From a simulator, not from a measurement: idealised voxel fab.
Herein follows the process module entitled voxel wiring stack.
Cross-section cut spans 280 nm and uses square cells 5 nm in size.
Heads up, the way a cross-section reads in here is a grid of square cells, handed over as bands from the top down, with every band being one or more rows of cells. Look at the band entry: it leads with the top's height and the bottom's height in nm. Then it lists the materials left to right, with a width in nm for each. The word "all across" on a single material says that material fills the band edge to edge. The word "blank" is empty space. Heights are expressed relative to 0, this being the level below which the as-received wafer comprises one material exclusively. The lowest band is unbounded in the downward direction and is denoted as in "0..down". So if you see something like "30->40" for the width, read it as the top row of the band sitting at the first number and the bottom row at the second, with every row in between moving by the same amount as the last. Given "all unchanged" for a step, no cell of the cross-section differs between before and after that step. In "Cavities, closed" the enclosed voids are listed, meaning empty spaces of 8 cells or larger without any opening to the top. The form is width x height at distance, distance from the left edge, units nm. Step line, after settings: the simulator's comment on this step. For masked steps, "overlay nm" on the step line gives how far right of plan the mask actually lay; a minus sign means it lay to the left.
The following list gives the planned process steps:
step 1: RECEIVE,material Si
step 2: CONFORMAL_DEP,material SiO2,thk nm 10
step 3: DIRECTIONAL_DEP,material TiN,thk nm 5
step 4: DIRECTIONAL_DEP,material Ru,thk nm 20
step 5: PATTERN,tone cover,mask id METAL_1,material resist,width nm 20,pitch nm 40,thk nm 20,overlay nm 0
step 6: DIRECTIONAL_ETCH,etch materials Ru,depth nm 20
step 7: DIRECTIONAL_ETCH,etch materials TiN,depth nm 5
step 8: STRIP,etch materials resist
step 9: FILL_DEP,material SiO2,thk nm 10
step 10: CMP,height nm 35
step 11: CONFORMAL_DEP,material SiCN,thk nm 5
step 12: DIRECTIONAL_DEP,material lowk,thk nm 10
step 13: MASKED_ETCH,tone open,mask id PLUG_1,width nm 15,etch materials lowk,depth nm 10,overlay nm 0
step 14: MASKED_ETCH,tone open,mask id PLUG_1,width nm 15,etch materials SiCN,depth nm 5,overlay nm 0
step 15: CONFORMAL_DEP,material TiN,thk nm 5
step 16: FILL_DEP,material Ru,thk nm 10
step 17: CMP,height nm 50
step 18: CONFORMAL_DEP,material SiCN,thk nm 5
step 19: DIRECTIONAL_DEP,material SiO2,thk nm 15
step 20: MASKED_ETCH,tone open,mask id METAL_2,width nm 20,pitch nm 40,etch materials SiO2,depth nm 15,overlay nm 0
step 21: MASKED_ETCH,tone open,mask id METAL_2,width nm 20,pitch nm 40,etch materials SiCN,depth nm 5,overlay nm 0
step 22: CONFORMAL_DEP,material TiN,thk nm 5
step 23: FILL_DEP,material Ru,thk nm 10
step 24: CMP,height nm 70
step 25: EPI,material Ru,thk nm 5
step 26: FILL_DEP,material SiCN,thk nm 5
So this is the incoming wafer in cross-section - it's already been through step 1:
* 0..down = Si all across
* Cavities, closed: none
Same starting wafer, same plan as above, one mistake in the execution; this is the cross-section at the end of the module:
* 75..70 = SiCN all across
* 70..65 = 105 nm SiCN; 30 nm Ru; 10 nm SiCN; 30 nm Ru; 105 nm SiCN
* 65..55 = 110 nm SiO2; 5 nm TiN; 10 nm Ru; 5 nm TiN; 20 nm SiO2; 5 nm TiN; 10 nm Ru; 5 nm TiN; 110 nm SiO2
* 55..50 = 110 nm SiCN; 20 nm TiN; 20 nm SiCN; 20 nm TiN; 110 nm SiCN
* 50..40 = 110 nm lowk; 5 nm TiN; 5 nm Ru; 5 nm TiN; 155 nm lowk
* 40..35 = 110 nm SiCN; 15 nm TiN; 155 nm SiCN
* 35..15 = 110 nm SiO2; 20 nm Ru; 20 nm SiO2; 20 nm Ru; 110 nm SiO2
* 15..10 = 110 nm SiO2; 20 nm TiN; 20 nm SiO2; 20 nm TiN; 110 nm SiO2
* 10..0 = SiO2 all across
* 0..down = Si all across
* Cavities, closed: none
What was done differently from what was planned? step 24 was not run as planned; what actually ran was CMP,height nm 65
